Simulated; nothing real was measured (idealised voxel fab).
Process module under the name voxel transistor to metal
The cross-section shown here is cut; it is 160 nm wide and divided into square cells measuring 5 nm on a side.
Throughout this document, each cross-section is represented as a grid of square cells and is presented as a sequence of bands enumerated from the top downward, where a band comprises one or more rows of cells.
What a band's entry tells you: where the top is and where the bottom is, as heights in nm, and after that what lies inside, material by material from left to right, each with its width in nm. Empty space is written as the word "blank", and a single material marked with the word "all across" occupies the band from edge to edge.
Below 0: as-received wafer, all one material; heights counted from there. Lowest band: no bottom, goes on down, written "0..down".
The two numbers in a width such as "30 to 40" mark its ends across the band: the first belongs to the top row of cells, the second to the bottom row, and from each row to the next the width moves by the same amount.
"left unchanged" means the step left every cell of the cross-section as it was.
"Closed cavity list" enumerates empty spaces isolated from the top, with no open way to it, that contain at least 8 cells, giving each as width x height at distance from the left edge, all three in nm.
Heads up: the bit after the settings on a step's line is the simulator's remark on that step.
Regarding "overlay nm": on a step with a mask, it is the distance the mask lay to the right of its planned place; a negative value places it to the left.
# Process steps (planned)
| 1 | RECEIVE, material Si |
| 2 | CONFORMAL_DEP, material SiO2, thk nm 5 |
| 3 | CONFORMAL_DEP, material SiN, thk nm 10 |
| 4 | PATTERN, tone cover, mask id ACTIVE, material resist, width nm 100, thk nm 20, overlay nm 0 |
| 5 | DIRECTIONAL_ETCH, etch materials SiN, depth nm 10 |
| 6 | DIRECTIONAL_ETCH, etch materials SiO2, depth nm 5 |
| 7 | DIRECTIONAL_ETCH, etch materials Si, depth nm 30 |
| 8 | STRIP, etch materials resist |
| 9 | OXIDIZE, depth nm 5 |
| 10 | FILL_DEP, material SiO2, thk nm 15 |
| 11 | CMP, height nm 15 |
| 12 | SELECTIVE_ETCH, etch materials SiO2, depth nm 5 |
| 13 | STRIP, etch materials SiN |
| 14 | SELECTIVE_ETCH, etch materials SiO2, depth nm 5 |
| 15 | OXIDIZE, depth nm 5 |
| 16 | DIRECTIONAL_DEP, material polySi, thk nm 25 |
| 17 | DIRECTIONAL_DEP, material SiCN, thk nm 15 |
| 18 | DIRECTIONAL_DEP, material aC, thk nm 15 |
| 19 | PATTERN, tone cover, mask id GATE, material resist, width nm 30, thk nm 30, overlay nm 0 |
| 20 | DIRECTIONAL_ETCH, etch materials aC, depth nm 15 |
| 21 | STRIP, etch materials resist |
| 22 | DIRECTIONAL_ETCH, etch materials SiCN, depth nm 25 |
| 23 | DIRECTIONAL_ETCH, etch materials polySi, depth nm 35 |
| 24 | STRIP, etch materials aC |
| 25 | CONFORMAL_DEP, material SiN, thk nm 5 |
| 26 | DIRECTIONAL_ETCH, etch materials SiN, depth nm 5 |
| 27 | DIRECTIONAL_ETCH, etch materials SiO2, depth nm 5 |
| 28 | DIRECTIONAL_ETCH, etch materials Si, depth nm 15 |
| 29 | EPI, material pSi, thk nm 15 |
| 30 | FILL_DEP, material SiO2, thk nm 10 |
| 31 | CMP, height nm 25 |
| 32 | STRIP, etch materials polySi |
| 33 | SELECTIVE_ETCH, etch materials SiO2, depth nm 5 |
| 34 | CONFORMAL_DEP, material HfO2, thk nm 5 |
| 35 | CONFORMAL_DEP, material TiN, thk nm 5 |
| 36 | FILL_DEP, material W, thk nm 5 |
| 37 | CMP, height nm 20 |
| 38 | DIRECTIONAL_DEP, material SiO2, thk nm 10 |
| 39 | MASKED_ETCH, tone open, mask id CONTACT, width nm 15, pitch nm 75, etch materials SiO2, depth nm 35, overlay nm 0 |
| 40 | CONFORMAL_DEP, material TiN, thk nm 5 |
| 41 | FILL_DEP, material Ru, thk nm 5 |
| 42 | CMP, height nm 30 |
| 43 | CONFORMAL_DEP, material SiN, thk nm 5 |
| 44 | DIRECTIONAL_DEP, material SiO2, thk nm 25 |
| 45 | PATTERN, tone open, mask id METAL_1, material resist, width nm 15, pitch nm 75, thk nm 20, overlay nm 0 |
| 46 | DIRECTIONAL_ETCH, etch materials SiO2, depth nm 25 |
| 47 | DIRECTIONAL_ETCH, etch materials SiN, depth nm 5 |
| 48 | STRIP, etch materials resist |
| 49 | CONFORMAL_DEP, material TiN, thk nm 5 |
| 50 | FILL_DEP, material Cu, thk nm 10 |
| 51 | CMP, height nm 60 |
| 52 | EPI, material Ru, thk nm 5 |
| 53 | FILL_DEP, material SiCN, thk nm 5 |
# The first of the two wafers, which ran as planned
# Cross-section: wafer on arrival = after step 1
0..down  Si all across
Closed cavity list: none
# The following cross-section depicts the wafer upon completion of step 2
5..0  SiO2 all across
Anything lower than 0 is untouched.
# The following cross-section depicts the wafer upon completion of step 3
15..5  SiN all across
Anything lower than 5 is untouched.
# The following cross-section depicts the wafer upon completion of step 4
35..15  30 of blank; 100 of resist; 30 of blank
Anything lower than 15 is untouched.
# The following cross-section depicts the wafer upon completion of step 5
35..15  30 of blank; 100 of resist; 30 of blank
15..5  30 of blank; 100 of SiN; 30 of blank
Anything lower than 5 is untouched.
# The following cross-section depicts the wafer upon completion of step 6
35..15  30 of blank; 100 of resist; 30 of blank
15..5  30 of blank; 100 of SiN; 30 of blank
5..0  30 of blank; 100 of SiO2; 30 of blank
Anything lower than 0 is untouched.
# The following cross-section depicts the wafer upon completion of step 7
35..15  30 of blank; 100 of resist; 30 of blank
15..5  30 of blank; 100 of SiN; 30 of blank
5..0  30 of blank; 100 of SiO2; 30 of blank
0..-30  30 of blank; 100 of Si; 30 of blank
Anything lower than -30 is untouched.
# The following cross-section depicts the wafer upon completion of step 8
15..5  30 of blank; 100 of SiN; 30 of blank
Anything lower than 5 is untouched.
# The following cross-section depicts the wafer upon completion of step 9
15..5  30 of blank; 100 of SiN; 30 of blank
5..0  30 of blank; 100 of SiO2; 30 of blank
0..-30  30 of blank; 5 of SiO2; 90 of Si; 5 of SiO2; 30 of blank
-30..-35  35 of SiO2; 90 of Si; 35 of SiO2
Anything lower than -35 is untouched.
# The following cross-section depicts the wafer upon completion of step 10
30..15  SiO2 all across
15..5  30 of SiO2; 100 of SiN; 30 of SiO2
5..0  SiO2 all across
0..-35  35 of SiO2; 90 of Si; 35 of SiO2
Anything lower than -35 is untouched.
# The following cross-section depicts the wafer upon completion of step 11
15..5  30 of SiO2; 100 of SiN; 30 of SiO2
Anything lower than 5 is untouched.
# The following cross-section depicts the wafer upon completion of step 12
15..10  30 of blank; 100 of SiN; 30 of blank
Anything lower than 10 is untouched.
# The following cross-section depicts the wafer upon completion of step 13
10..5  30 of SiO2; 100 of blank; 30 of SiO2
Anything lower than 5 is untouched.
# The following cross-section depicts the wafer upon completion of step 14
5..0  25 of SiO2; 110 of blank; 25 of SiO2
Anything lower than 0 is untouched.
# The following cross-section depicts the wafer upon completion of step 15
5..0  25 of SiO2; 110 of blank; 25 of SiO2
0..-5  SiO2 all across
Anything lower than -5 is untouched.
# The following cross-section depicts the wafer upon completion of step 16
30..25  25 of polySi; 110 of blank; 25 of polySi
25..5  polySi all across
5..0  25 of SiO2; 110 of polySi; 25 of SiO2
Anything lower than 0 is untouched.
# The following cross-section depicts the wafer upon completion of step 17
45..40  25 of SiCN; 110 of blank; 25 of SiCN
40..30  SiCN all across
30..25  25 of polySi; 110 of SiCN; 25 of polySi
Anything lower than 25 is untouched.
# The following cross-section depicts the wafer upon completion of step 18
60..55  25 of aC; 110 of blank; 25 of aC
55..45  aC all across
45..40  25 of SiCN; 110 of aC; 25 of SiCN
Anything lower than 40 is untouched.
# The following cross-section depicts the wafer upon completion of step 19
90..60  65 of blank; 30 of resist; 65 of blank
60..55  25 of aC; 40 of blank; 30 of resist; 40 of blank; 25 of aC
Anything lower than 55 is untouched.
# The following cross-section depicts the wafer upon completion of step 20
75..55  65 of blank; 30 of resist; 65 of blank
55..45  65 of blank; 30 of aC; 65 of blank
45..40  25 of SiCN; 40 of blank; 30 of aC; 40 of blank; 25 of SiCN
Anything lower than 40 is untouched.
# The following cross-section depicts the wafer upon completion of step 21
55..45  65 of blank; 30 of aC; 65 of blank
Anything lower than 45 is untouched.
# The following cross-section depicts the wafer upon completion of step 22
55..40  65 of blank; 30 of aC; 65 of blank
40..30  65 of blank; 30 of SiCN; 65 of blank
30..25  25 of polySi; 40 of blank; 30 of SiCN; 40 of blank; 25 of polySi
Anything lower than 25 is untouched.
# The following cross-section depicts the wafer upon completion of step 23
55..40  65 of blank; 30 of aC; 65 of blank
40..25  65 of blank; 30 of SiCN; 65 of blank
25..5  65 of blank; 30 of polySi; 65 of blank
5..0  25 of SiO2; 40 of blank; 30 of polySi; 40 of blank; 25 of SiO2
Anything lower than 0 is untouched.
# The following cross-section depicts the wafer upon completion of step 24
40..25  65 of blank; 30 of SiCN; 65 of blank
Anything lower than 25 is untouched.
# The following cross-section depicts the wafer upon completion of step 25
45..40  60 of blank; 40 of SiN; 60 of blank
40..25  60 of blank; 5 of SiN; 30 of SiCN; 5 of SiN; 60 of blank
25..10  60 of blank; 5 of SiN; 30 of polySi; 5 of SiN; 60 of blank
10..5  30 of SiN; 30 of blank; 5 of SiN; 30 of polySi; 5 of SiN; 30 of blank; 30 of SiN
5..0  25 of SiO2; 40 of SiN; 30 of polySi; 40 of SiN; 25 of SiO2
Anything lower than 0 is untouched.
# The following cross-section depicts the wafer upon completion of step 26
40..25  60 of blank; 5 of SiN; 30 of SiCN; 5 of SiN; 60 of blank
25..5  60 of blank; 5 of SiN; 30 of polySi; 5 of SiN; 60 of blank
5..0  25 of SiO2; 5 of SiN; 30 of blank; 5 of SiN; 30 of polySi; 5 of SiN; 30 of blank; 5 of SiN; 25 of SiO2
Anything lower than 0 is untouched.
# The following cross-section depicts the wafer upon completion of step 27
40..25  60 of blank; 5 of SiN; 30 of SiCN; 5 of SiN; 60 of blank
25..5  60 of blank; 5 of SiN; 30 of polySi; 5 of SiN; 60 of blank
5..0  25 of blank; 5 of SiN; 30 of blank; 5 of SiN; 30 of polySi; 5 of SiN; 30 of blank; 5 of SiN; 25 of blank
0..-5  30 of SiO2; 30 of blank; 40 of SiO2; 30 of blank; 30 of SiO2
Anything lower than -5 is untouched.
# The following cross-section depicts the wafer upon completion of step 28
40..25  60 of blank; 5 of SiN; 30 of SiCN; 5 of SiN; 60 of blank
25..5  60 of blank; 5 of SiN; 30 of polySi; 5 of SiN; 60 of blank
5..0  25 of blank; 5 of SiN; 30 of blank; 5 of SiN; 30 of polySi; 5 of SiN; 30 of blank; 5 of SiN; 25 of blank
0..-5  30 of SiO2; 30 of blank; 40 of SiO2; 30 of blank; 30 of SiO2
-5..-20  35 of SiO2; 25 of blank; 40 of Si; 25 of blank; 35 of SiO2
Anything lower than -20 is untouched.
# The following cross-section depicts the wafer upon completion of step 29
40..25  60 of blank; 5 of SiN; 30 of SiCN; 5 of SiN; 60 of blank
25..10  60 of blank; 5 of SiN; 30 of polySi; 5 of SiN; 60 of blank
10..5  45 of blank; 15 of pSi; 5 of SiN; 30 of polySi; 5 of SiN; 15 of pSi; 45 of blank
5..0  25 of blank; 5 of SiN; 15 of blank; 15 of pSi; 5 of SiN; 30 of polySi; 5 of SiN; 15 of pSi; 15 of blank; 5 of SiN; 25 of blank
0..-5  30 of SiO2; 15 of blank; 15 of pSi; 40 of SiO2; 15 of pSi; 15 of blank; 30 of SiO2
-5..-20  35 of SiO2; 25 of pSi; 40 of Si; 25 of pSi; 35 of SiO2
Anything lower than -20 is untouched.
# The following cross-section depicts the wafer upon completion of step 30
50..40  SiO2 all across
40..25  60 of SiO2; 5 of SiN; 30 of SiCN; 5 of SiN; 60 of SiO2
25..10  60 of SiO2; 5 of SiN; 30 of polySi; 5 of SiN; 60 of SiO2
10..5  45 of SiO2; 15 of pSi; 5 of SiN; 30 of polySi; 5 of SiN; 15 of pSi; 45 of SiO2
5..0  25 of SiO2; 5 of SiN; 15 of SiO2; 15 of pSi; 5 of SiN; 30 of polySi; 5 of SiN; 15 of pSi; 15 of SiO2; 5 of SiN; 25 of SiO2
0..-5  45 of SiO2; 15 of pSi; 40 of SiO2; 15 of pSi; 45 of SiO2
Anything lower than -5 is untouched.
# The following cross-section depicts the wafer upon completion of step 31
25..10  60 of SiO2; 5 of SiN; 30 of polySi; 5 of SiN; 60 of SiO2
Anything lower than 10 is untouched.
# The following cross-section depicts the wafer upon completion of step 32
25..10  60 of SiO2; 5 of SiN; 30 of blank; 5 of SiN; 60 of SiO2
10..5  45 of SiO2; 15 of pSi; 5 of SiN; 30 of blank; 5 of SiN; 15 of pSi; 45 of SiO2
5..0  25 of SiO2; 5 of SiN; 15 of SiO2; 15 of pSi; 5 of SiN; 30 of blank; 5 of SiN; 15 of pSi; 15 of SiO2; 5 of SiN; 25 of SiO2
Anything lower than 0 is untouched.
# The following cross-section depicts the wafer upon completion of step 33
25..20  60 of blank; 5 of SiN; 30 of blank; 5 of SiN; 60 of blank
20..10  60 of SiO2; 5 of SiN; 30 of blank; 5 of SiN; 60 of SiO2
10..5  45 of SiO2; 15 of pSi; 5 of SiN; 30 of blank; 5 of SiN; 15 of pSi; 45 of SiO2
5..0  25 of SiO2; 5 of SiN; 15 of SiO2; 15 of pSi; 5 of SiN; 30 of blank; 5 of SiN; 15 of pSi; 15 of SiO2; 5 of SiN; 25 of SiO2
0..-5  45 of SiO2; 15 of pSi; 40 of blank; 15 of pSi; 45 of SiO2
Anything lower than -5 is untouched.
# The following cross-section depicts the wafer upon completion of step 34
30..25  55 of blank; 15 of HfO2; 20 of blank; 15 of HfO2; 55 of blank
25..20  60 of HfO2; 5 of SiN; 5 of HfO2; 20 of blank; 5 of HfO2; 5 of SiN; 60 of HfO2
20..10  60 of SiO2; 5 of SiN; 5 of HfO2; 20 of blank; 5 of HfO2; 5 of SiN; 60 of SiO2
10..5  45 of SiO2; 15 of pSi; 5 of SiN; 5 of HfO2; 20 of blank; 5 of HfO2; 5 of SiN; 15 of pSi; 45 of SiO2
5..0  25 of SiO2; 5 of SiN; 15 of SiO2; 15 of pSi; 5 of SiN; 5 of HfO2; 20 of blank; 5 of HfO2; 5 of SiN; 15 of pSi; 15 of SiO2; 5 of SiN; 25 of SiO2
0..-5  45 of SiO2; 15 of pSi; 40 of HfO2; 15 of pSi; 45 of SiO2
Anything lower than -5 is untouched.
# The following cross-section depicts the wafer upon completion of step 35
35..30  50 of blank; 25 of TiN; 10 of blank; 25 of TiN; 50 of blank
30..25  55 of TiN; 15 of HfO2; 5 of TiN; 10 of blank; 5 of TiN; 15 of HfO2; 55 of TiN
25..20  60 of HfO2; 5 of SiN; 5 of HfO2; 5 of TiN; 10 of blank; 5 of TiN; 5 of HfO2; 5 of SiN; 60 of HfO2
20..10  60 of SiO2; 5 of SiN; 5 of HfO2; 5 of TiN; 10 of blank; 5 of TiN; 5 of HfO2; 5 of SiN; 60 of SiO2
10..5  45 of SiO2; 15 of pSi; 5 of SiN; 5 of HfO2; 5 of TiN; 10 of blank; 5 of TiN; 5 of HfO2; 5 of SiN; 15 of pSi; 45 of SiO2
5..0  25 of SiO2; 5 of SiN; 15 of SiO2; 15 of pSi; 5 of SiN; 5 of HfO2; 20 of TiN; 5 of HfO2; 5 of SiN; 15 of pSi; 15 of SiO2; 5 of SiN; 25 of SiO2
Anything lower than 0 is untouched.
# The following cross-section depicts the wafer upon completion of step 36
40..35  W all across
35..30  50 of W; 25 of TiN; 10 of W; 25 of TiN; 50 of W
30..25  55 of TiN; 15 of HfO2; 5 of TiN; 10 of W; 5 of TiN; 15 of HfO2; 55 of TiN
25..20  60 of HfO2; 5 of SiN; 5 of HfO2; 5 of TiN; 10 of W; 5 of TiN; 5 of HfO2; 5 of SiN; 60 of HfO2
20..10  60 of SiO2; 5 of SiN; 5 of HfO2; 5 of TiN; 10 of W; 5 of TiN; 5 of HfO2; 5 of SiN; 60 of SiO2
10..5  45 of SiO2; 15 of pSi; 5 of SiN; 5 of HfO2; 5 of TiN; 10 of W; 5 of TiN; 5 of HfO2; 5 of SiN; 15 of pSi; 45 of SiO2
Anything lower than 5 is untouched.
# The following cross-section depicts the wafer upon completion of step 37
20..10  60 of SiO2; 5 of SiN; 5 of HfO2; 5 of TiN; 10 of W; 5 of TiN; 5 of HfO2; 5 of SiN; 60 of SiO2
Anything lower than 10 is untouched.
# The following cross-section depicts the wafer upon completion of step 38
30..20  SiO2 all across
Anything lower than 20 is untouched.
# The following cross-section depicts the wafer upon completion of step 39
30..20  35 of SiO2; 15 of blank; 60 of SiO2; 15 of blank; 35 of SiO2
20..10  35 of SiO2; 15 of blank; 10 of SiO2; 5 of SiN; 5 of HfO2; 5 of TiN; 10 of W; 5 of TiN; 5 of HfO2; 5 of SiN; 10 of SiO2; 15 of blank; 35 of SiO2
10..5  35 of SiO2; 10 of blank; 15 of pSi; 5 of SiN; 5 of HfO2; 5 of TiN; 10 of W; 5 of TiN; 5 of HfO2; 5 of SiN; 15 of pSi; 10 of blank; 35 of SiO2
5..0  25 of SiO2; 5 of SiN; 5 of SiO2; 10 of blank; 15 of pSi; 5 of SiN; 5 of HfO2; 20 of TiN; 5 of HfO2; 5 of SiN; 15 of pSi; 10 of blank; 5 of SiO2; 5 of SiN; 25 of SiO2
0..-5  35 of SiO2; 10 of blank; 15 of pSi; 40 of HfO2; 15 of pSi; 10 of blank; 35 of SiO2
Anything lower than -5 is untouched.
# The following cross-section depicts the wafer upon completion of step 40
35..30  40 of TiN; 5 of blank; 70 of TiN; 5 of blank; 40 of TiN
30..20  35 of SiO2; 5 of TiN; 5 of blank; 5 of TiN; 60 of SiO2; 5 of TiN; 5 of blank; 5 of TiN; 35 of SiO2
20..15  35 of SiO2; 5 of TiN; 5 of blank; 5 of TiN; 10 of SiO2; 5 of SiN; 5 of HfO2; 5 of TiN; 10 of W; 5 of TiN; 5 of HfO2; 5 of SiN; 10 of SiO2; 5 of TiN; 5 of blank; 5 of TiN; 35 of SiO2
15..10  35 of SiO2; 15 of TiN; 10 of SiO2; 5 of SiN; 5 of HfO2; 5 of TiN; 10 of W; 5 of TiN; 5 of HfO2; 5 of SiN; 10 of SiO2; 15 of TiN; 35 of SiO2
10..5  35 of SiO2; 10 of TiN; 15 of pSi; 5 of SiN; 5 of HfO2; 5 of TiN; 10 of W; 5 of TiN; 5 of HfO2; 5 of SiN; 15 of pSi; 10 of TiN; 35 of SiO2
5..0  25 of SiO2; 5 of SiN; 5 of SiO2; 10 of TiN; 15 of pSi; 5 of SiN; 5 of HfO2; 20 of TiN; 5 of HfO2; 5 of SiN; 15 of pSi; 10 of TiN; 5 of SiO2; 5 of SiN; 25 of SiO2
0..-5  35 of SiO2; 10 of TiN; 15 of pSi; 40 of HfO2; 15 of pSi; 10 of TiN; 35 of SiO2
Anything lower than -5 is untouched.
# The following cross-section depicts the wafer upon completion of step 41
40..35  Ru all across
35..30  40 of TiN; 5 of Ru; 70 of TiN; 5 of Ru; 40 of TiN
30..20  35 of SiO2; 5 of TiN; 5 of Ru; 5 of TiN; 60 of SiO2; 5 of TiN; 5 of Ru; 5 of TiN; 35 of SiO2
20..15  35 of SiO2; 5 of TiN; 5 of Ru; 5 of TiN; 10 of SiO2; 5 of SiN; 5 of HfO2; 5 of TiN; 10 of W; 5 of TiN; 5 of HfO2; 5 of SiN; 10 of SiO2; 5 of TiN; 5 of Ru; 5 of TiN; 35 of SiO2
Anything lower than 15 is untouched.
# The following cross-section depicts the wafer upon completion of step 42
30..20  35 of SiO2; 5 of TiN; 5 of Ru; 5 of TiN; 60 of SiO2; 5 of TiN; 5 of Ru; 5 of TiN; 35 of SiO2
Anything lower than 20 is untouched.
# The following cross-section depicts the wafer upon completion of step 43
35..30  SiN all across
Anything lower than 30 is untouched.
# The following cross-section depicts the wafer upon completion of step 44
60..35  SiO2 all across
Anything lower than 35 is untouched.
# The following cross-section depicts the wafer upon completion of step 45
80..60  35 of resist; 15 of blank; 60 of resist; 15 of blank; 35 of resist
Anything lower than 60 is untouched.
# The following cross-section depicts the wafer upon completion of step 46
80..60  35 of resist; 15 of blank; 60 of resist; 15 of blank; 35 of resist
60..35  35 of SiO2; 15 of blank; 60 of SiO2; 15 of blank; 35 of SiO2
Anything lower than 35 is untouched.
# The following cross-section depicts the wafer upon completion of step 47
80..60  35 of resist; 15 of blank; 60 of resist; 15 of blank; 35 of resist
60..35  35 of SiO2; 15 of blank; 60 of SiO2; 15 of blank; 35 of SiO2
35..30  35 of SiN; 15 of blank; 60 of SiN; 15 of blank; 35 of SiN
Anything lower than 30 is untouched.
# The following cross-section depicts the wafer upon completion of step 48
60..35  35 of SiO2; 15 of blank; 60 of SiO2; 15 of blank; 35 of SiO2
Anything lower than 35 is untouched.
# The following cross-section depicts the wafer upon completion of step 49
65..60  40 of TiN; 5 of blank; 70 of TiN; 5 of blank; 40 of TiN
60..35  35 of SiO2; 5 of TiN; 5 of blank; 5 of TiN; 60 of SiO2; 5 of TiN; 5 of blank; 5 of TiN; 35 of SiO2
35..30  35 of SiN; 15 of TiN; 60 of SiN; 15 of TiN; 35 of SiN
Anything lower than 30 is untouched.
# The following cross-section depicts the wafer upon completion of step 50
75..65  Cu all across
65..60  40 of TiN; 5 of Cu; 70 of TiN; 5 of Cu; 40 of TiN
60..35  35 of SiO2; 5 of TiN; 5 of Cu; 5 of TiN; 60 of SiO2; 5 of TiN; 5 of Cu; 5 of TiN; 35 of SiO2
Anything lower than 35 is untouched.
# The following cross-section depicts the wafer upon completion of step 51
60..35  35 of SiO2; 5 of TiN; 5 of Cu; 5 of TiN; 60 of SiO2; 5 of TiN; 5 of Cu; 5 of TiN; 35 of SiO2
Anything lower than 35 is untouched.
# The following cross-section depicts the wafer upon completion of step 52
65..60  30 of blank; 25 of Ru; 50 of blank; 25 of Ru; 30 of blank
Anything lower than 60 is untouched.
# The following cross-section depicts the wafer upon completion of step 53
70..65  SiCN all across
65..60  30 of SiCN; 25 of Ru; 50 of SiCN; 25 of Ru; 30 of SiCN
Anything lower than 60 is untouched.
# The second wafer was prepared from the same starting point and under the same plan as the first; its processing contained one mistake, and it remains indistinguishable from the first wafer up to and including step 38
# Second wafer at the planned finish of step 39, seen in cross-section
30..20  35 of SiO2; 20 of blank; 55 of SiO2; 20 of blank; 30 of SiO2
20..10  35 of SiO2; 20 of blank; 5 of SiO2; 5 of SiN; 5 of HfO2; 5 of TiN; 10 of W; 5 of TiN; 5 of HfO2; 5 of SiN; 10 of SiO2; 20 of blank; 30 of SiO2
10..5  35 of SiO2; 10 of blank; 15 of pSi; 5 of SiN; 5 of HfO2; 5 of TiN; 10 of W; 5 of TiN; 5 of HfO2; 5 of SiN; 15 of pSi; 15 of blank; 30 of SiO2
5..0  25 of SiO2; 5 of SiN; 5 of SiO2; 10 of blank; 15 of pSi; 5 of SiN; 5 of HfO2; 20 of TiN; 5 of HfO2; 5 of SiN; 15 of pSi; 15 of blank; 5 of SiN; 25 of SiO2
0..-5  35 of SiO2; 10 of blank; 15 of pSi; 40 of HfO2; 15 of pSi; 15 of blank; 30 of SiO2
Anything lower than -5 is untouched.
# Second wafer at the planned finish of step 40, seen in cross-section
35..30  40 of TiN; 10 of blank; 65 of TiN; 10 of blank; 35 of TiN
30..20  35 of SiO2; 5 of TiN; 10 of blank; 5 of TiN; 55 of SiO2; 5 of TiN; 10 of blank; 5 of TiN; 30 of SiO2
20..15  35 of SiO2; 5 of TiN; 10 of blank; 5 of TiN; 5 of SiO2; 5 of SiN; 5 of HfO2; 5 of TiN; 10 of W; 5 of TiN; 5 of HfO2; 5 of SiN; 10 of SiO2; 5 of TiN; 10 of blank; 5 of TiN; 30 of SiO2
15..10  35 of SiO2; 20 of TiN; 5 of SiO2; 5 of SiN; 5 of HfO2; 5 of TiN; 10 of W; 5 of TiN; 5 of HfO2; 5 of SiN; 10 of SiO2; 10 of TiN; 5 of blank; 5 of TiN; 30 of SiO2
10..5  35 of SiO2; 10 of TiN; 15 of pSi; 5 of SiN; 5 of HfO2; 5 of TiN; 10 of W; 5 of TiN; 5 of HfO2; 5 of SiN; 15 of pSi; 5 of TiN; 5 of blank; 5 of TiN; 30 of SiO2
5..0  25 of SiO2; 5 of SiN; 5 of SiO2; 10 of TiN; 15 of pSi; 5 of SiN; 5 of HfO2; 20 of TiN; 5 of HfO2; 5 of SiN; 15 of pSi; 5 of TiN; 5 of blank; 5 of TiN; 5 of SiN; 25 of SiO2
0..-5  35 of SiO2; 10 of TiN; 15 of pSi; 40 of HfO2; 15 of pSi; 15 of TiN; 30 of SiO2
Anything lower than -5 is untouched.
# Second wafer at the planned finish of step 41, seen in cross-section
40..35  Ru all across
35..30  40 of TiN; 10 of Ru; 65 of TiN; 10 of Ru; 35 of TiN
30..20  35 of SiO2; 5 of TiN; 10 of Ru; 5 of TiN; 55 of SiO2; 5 of TiN; 10 of Ru; 5 of TiN; 30 of SiO2
20..15  35 of SiO2; 5 of TiN; 10 of Ru; 5 of TiN; 5 of SiO2; 5 of SiN; 5 of HfO2; 5 of TiN; 10 of W; 5 of TiN; 5 of HfO2; 5 of SiN; 10 of SiO2; 5 of TiN; 10 of Ru; 5 of TiN; 30 of SiO2
15..10  35 of SiO2; 20 of TiN; 5 of SiO2; 5 of SiN; 5 of HfO2; 5 of TiN; 10 of W; 5 of TiN; 5 of HfO2; 5 of SiN; 10 of SiO2; 10 of TiN; 5 of Ru; 5 of TiN; 30 of SiO2
10..5  35 of SiO2; 10 of TiN; 15 of pSi; 5 of SiN; 5 of HfO2; 5 of TiN; 10 of W; 5 of TiN; 5 of HfO2; 5 of SiN; 15 of pSi; 5 of TiN; 5 of Ru; 5 of TiN; 30 of SiO2
5..0  25 of SiO2; 5 of SiN; 5 of SiO2; 10 of TiN; 15 of pSi; 5 of SiN; 5 of HfO2; 20 of TiN; 5 of HfO2; 5 of SiN; 15 of pSi; 5 of TiN; 5 of Ru; 5 of TiN; 5 of SiN; 25 of SiO2
Anything lower than 0 is untouched.
# Second wafer at the planned finish of step 42, seen in cross-section
30..20  35 of SiO2; 5 of TiN; 10 of Ru; 5 of TiN; 55 of SiO2; 5 of TiN; 10 of Ru; 5 of TiN; 30 of SiO2
Anything lower than 20 is untouched.
# Second wafer at the planned finish of step 43, seen in cross-section
35..30  SiN all across
Anything lower than 30 is untouched.
# Second wafer at the planned finish of step 44, seen in cross-section
60..35  SiO2 all across
Anything lower than 35 is untouched.
# Second wafer at the planned finish of step 45, seen in cross-section
80..60  35 of resist; 15 of blank; 60 of resist; 15 of blank; 35 of resist
Anything lower than 60 is untouched.
# Second wafer at the planned finish of step 46, seen in cross-section
80..60  35 of resist; 15 of blank; 60 of resist; 15 of blank; 35 of resist
60..35  35 of SiO2; 15 of blank; 60 of SiO2; 15 of blank; 35 of SiO2
Anything lower than 35 is untouched.
# Second wafer at the planned finish of step 47, seen in cross-section
80..60  35 of resist; 15 of blank; 60 of resist; 15 of blank; 35 of resist
60..35  35 of SiO2; 15 of blank; 60 of SiO2; 15 of blank; 35 of SiO2
35..30  35 of SiN; 15 of blank; 60 of SiN; 15 of blank; 35 of SiN
Anything lower than 30 is untouched.
# Second wafer at the planned finish of step 48, seen in cross-section
60..35  35 of SiO2; 15 of blank; 60 of SiO2; 15 of blank; 35 of SiO2
Anything lower than 35 is untouched.
# Second wafer at the planned finish of step 49, seen in cross-section
65..60  40 of TiN; 5 of blank; 70 of TiN; 5 of blank; 40 of TiN
60..35  35 of SiO2; 5 of TiN; 5 of blank; 5 of TiN; 60 of SiO2; 5 of TiN; 5 of blank; 5 of TiN; 35 of SiO2
35..30  35 of SiN; 15 of TiN; 60 of SiN; 15 of TiN; 35 of SiN
Anything lower than 30 is untouched.
# Second wafer at the planned finish of step 50, seen in cross-section
75..65  Cu all across
65..60  40 of TiN; 5 of Cu; 70 of TiN; 5 of Cu; 40 of TiN
60..35  35 of SiO2; 5 of TiN; 5 of Cu; 5 of TiN; 60 of SiO2; 5 of TiN; 5 of Cu; 5 of TiN; 35 of SiO2
Anything lower than 35 is untouched.
# Second wafer at the planned finish of step 51, seen in cross-section
60..35  35 of SiO2; 5 of TiN; 5 of Cu; 5 of TiN; 60 of SiO2; 5 of TiN; 5 of Cu; 5 of TiN; 35 of SiO2
Anything lower than 35 is untouched.
# Second wafer at the planned finish of step 52, seen in cross-section
65..60  30 of blank; 25 of Ru; 50 of blank; 25 of Ru; 30 of blank
Anything lower than 60 is untouched.
# Second wafer at the planned finish of step 53, seen in cross-section
70..65  SiCN all across
65..60  30 of SiCN; 25 of Ru; 50 of SiCN; 25 of Ru; 30 of SiCN
Anything lower than 60 is untouched.
The mistake made against the process plan was this: it should be noted that step 39 was executed with settings other than those planned, the operation and settings actually applied being MASKED_ETCH, tone open, mask id CONTACT, width nm 20, pitch nm 75, etch materials SiO2, depth nm 35, overlay nm 0
In the final state, the cell counts of the second wafer exceed or fall short of those of the first for the following materials: +9 Ru | -11 SiO2 | +2 TiN
